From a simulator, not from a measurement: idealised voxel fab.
The process module presented herein is designated voxel lift off.
Displayed cross-section: cut, width of 300 nm, square cells sized 5 nm.
Each cross-section below is a grid of square cells, stated as bands in top-down order, with one or more rows of cells making up each band. Within each band entry, the heights of the top and of the bottom of the band appear first, in that order and in nm; the materials of the band then follow from left to right, each with its corresponding width in nm. The designation "edge to edge" on a single material indicates that it fills the band from edge to edge; the designation "blank" indicates empty space. Below 0: as-received wafer, all one material; heights counted from there. Lowest band: no bottom, goes on down, written "0 nm and below". It should be noted that a width expressed as "30->40" varies in equal increments from row to row of cells within the band, taking the value of the first number at the top row and that of the second number at the bottom row. Reading "identical to before" for a step: not a cell of the cross-section changed in it. This entry, "Enclosed void listing", enumerates those empty regions of no fewer than 8 cells that possess no open connection to the top. Each region is reported in the form width x height at distance, the distance being taken from the left edge, with all three quantities expressed in nm. Where a step's line continues beyond its settings, the continuation is a remark by the simulator itself on that step. Among the settings permitted on a step's line is "overlay nm"; applied to a step with a mask, it specifies the extent to which the mask lay to the right of its planned position, whereas a negative figure signifies a position to the left.
Process steps foreseen in the plan
1. op RECEIVE | material Si
2. op CONFORMAL_DEP | material SiN | thk nm 15
3. op PATTERN | tone open | mask id LINES | material resist | width nm 30 | pitch nm 60 | thk nm 20 | overlay nm 0
4. op DIRECTIONAL_DEP | material Ru | thk nm 10
5. op STRIP | etch materials resist
6. op CONFORMAL_DEP | material SiCN | thk nm 10
Cross-section of the wafer upon arrival, representing the state reached after step 1
- 0 nm and below = Si edge to edge
- Enclosed void listing: none
The module was run from the start shown above using the plan shown above, but one mistake was made doing it; the resulting wafer cross-section is below
- 35 nm to 25 nm = 85 SiCN, 10 blank, 50 SiCN, 10 blank, 50 SiCN, 10 blank, 85 SiCN
- 25 nm to 15 nm = 75 Ru, 30 SiCN, 30 Ru, 30 SiCN, 30 Ru, 30 SiCN, 75 Ru
- 15 nm to 0 nm = SiN edge to edge
- 0 nm and below = Si edge to edge
- Enclosed void listing: none
Plan not followed: step 3 did not happen as planned, as run it was op PATTERN | tone cover | mask id LINES | material resist | width nm 30 | pitch nm 60 | thk nm 20 | overlay nm 0
